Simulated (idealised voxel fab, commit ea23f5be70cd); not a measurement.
This section sets out a process module, namely voxel trench capacitor.
Shown is cross-section cut, with a width of 235 nm and square cells of size 5 nm.
Each cross-section below is a grid of square cells, stated as bands in top-down order, with one or more rows of cells making up each band.
The entry gives the band's vertical extent as a top height and a bottom height in nm, then its horizontal make-up as materials from left to right, each with a width in nm. "air" stands for empty space; a single material marked "edge to edge" fills the band edge to edge.
We count height from 0. Below that, the starting wafer is all one material. The lowest band never ends at the bottom but goes on down; see "0 -> down" for how that is written.
It should be noted that a width expressed as "30 to 40" varies in equal increments from row to row of cells within the band, taking the value of the first number at the top row and that of the second number at the bottom row.
"stayed the same" for a step: no cell of the cross-section changed in that step.
Under "Catalogued sealed voids" you'll find the enclosed gaps, the ones with no way out to the top, that are 8 cells or bigger; each reads width x height at distance, with distance counted from the left edge, everything in nm.
Step line, after settings: the simulator's comment on this step.
The line of a step may include "overlay nm". On a step with a mask, this value is how far to the right of its planned place the mask lay. A negative value means the mask lay to the left.

-- Process steps (planned)
1,RECEIVE (material Si)
2,CONFORMAL_DEP (material SiN; thk nm 10)
3,MASKED_ETCH (tone open; mask id TRENCH; width nm 15; pitch nm 45; etch materials SiN; depth nm 10; overlay nm 0)
4,MASKED_ETCH (tone open; mask id TRENCH; width nm 15; pitch nm 45; etch materials Si; depth nm 25; overlay nm 0)
5,CONFORMAL_DEP (material SiO2; thk nm 5)
6,FILL_DEP (material polySi; thk nm 5)
7,CMP (height nm 10)

-- Wafer, first of two, run as planned

-- Incoming wafer, cross-sectional view, post step 1
    0 -> down  Si edge to edge
    Catalogued sealed voids: none

-- After step 2: wafer cross-section
    10 -> 0  SiN edge to edge
    Unchanged below 0.

-- After step 3: wafer cross-section
    10 -> 0  SiN 85  air 15  SiN 30  air 15  SiN 90
    Unchanged below 0.

-- After step 4: wafer cross-section
    10 -> 0  SiN 85  air 15  SiN 30  air 15  SiN 90
    0 -> -25  Si 85  air 15  Si 30  air 15  Si 90
    Unchanged below -25.

-- After step 5: wafer cross-section
    15 -> 10  SiO2 90  air 5  SiO2 40  air 5  SiO2 95
    10 -> 0  SiN 85  SiO2 5  air 5  SiO2 5  SiN 30  SiO2 5  air 5  SiO2 5  SiN 90
    0 -> -20  Si 85  SiO2 5  air 5  SiO2 5  Si 30  SiO2 5  air 5  SiO2 5  Si 90
    -20 -> -25  Si 85  SiO2 15  Si 30  SiO2 15  Si 90
    Unchanged below -25.

-- After step 6: wafer cross-section
    20 -> 15  polySi edge to edge
    15 -> 10  SiO2 90  polySi 5  SiO2 40  polySi 5  SiO2 95
    10 -> 0  SiN 85  SiO2 5  polySi 5  SiO2 5  SiN 30  SiO2 5  polySi 5  SiO2 5  SiN 90
    0 -> -20  Si 85  SiO2 5  polySi 5  SiO2 5  Si 30  SiO2 5  polySi 5  SiO2 5  Si 90
    Unchanged below -20.

-- After step 7: wafer cross-section
    10 -> 0  SiN 85  SiO2 5  polySi 5  SiO2 5  SiN 30  SiO2 5  polySi 5  SiO2 5  SiN 90
    Unchanged below 0.

-- It is to be noted that the second wafer proceeded from the same initial state and according to the same plan as the first, although one mistake was committed in its execution; through step 3, inclusive, the two wafers share an identical history

-- Cross-section, second wafer, at the end time the plan gives for step 4
    10 -> 0  SiN 85  air 15  SiN 30  air 15  SiN 90
    0 -> -25  Si 95  air 5  Si 40  air 5  Si 90
    Unchanged below -25.

-- Cross-section, second wafer, at the end time the plan gives for step 5
    15 -> 10  SiO2 90  air 5  SiO2 40  air 5  SiO2 95
    10 -> 5  SiN 85  SiO2 5  air 5  SiO2 5  SiN 30  SiO2 5  air 5  SiO2 5  SiN 90
    5 -> 0  SiN 85  SiO2 15  SiN 30  SiO2 15  SiN 90
    0 -> -25  Si 95  SiO2 5  Si 40  SiO2 5  Si 90
    Unchanged below -25.

-- Cross-section, second wafer, at the end time the plan gives for step 6
    20 -> 15  polySi edge to edge
    15 -> 10  SiO2 90  polySi 5  SiO2 40  polySi 5  SiO2 95
    10 -> 5  SiN 85  SiO2 5  polySi 5  SiO2 5  SiN 30  SiO2 5  polySi 5  SiO2 5  SiN 90
    Unchanged below 5.

-- Cross-section, second wafer, at the end time the plan gives for step 7
    10 -> 5  SiN 85  SiO2 5  polySi 5  SiO2 5  SiN 30  SiO2 5  polySi 5  SiO2 5  SiN 90
    Unchanged below 5.
Which mistake was made when the wafer was run? step 4 ran with different settings than intended, the actual operation and settings being MASKED_ETCH (tone open; mask id TRENCH; width nm 15; pitch nm 45; etch materials Si; depth nm 25; overlay nm 10)
The second wafer ends with more or fewer cells of some materials than the first, per final count: Si +20 | SiO2 -10 | polySi -10
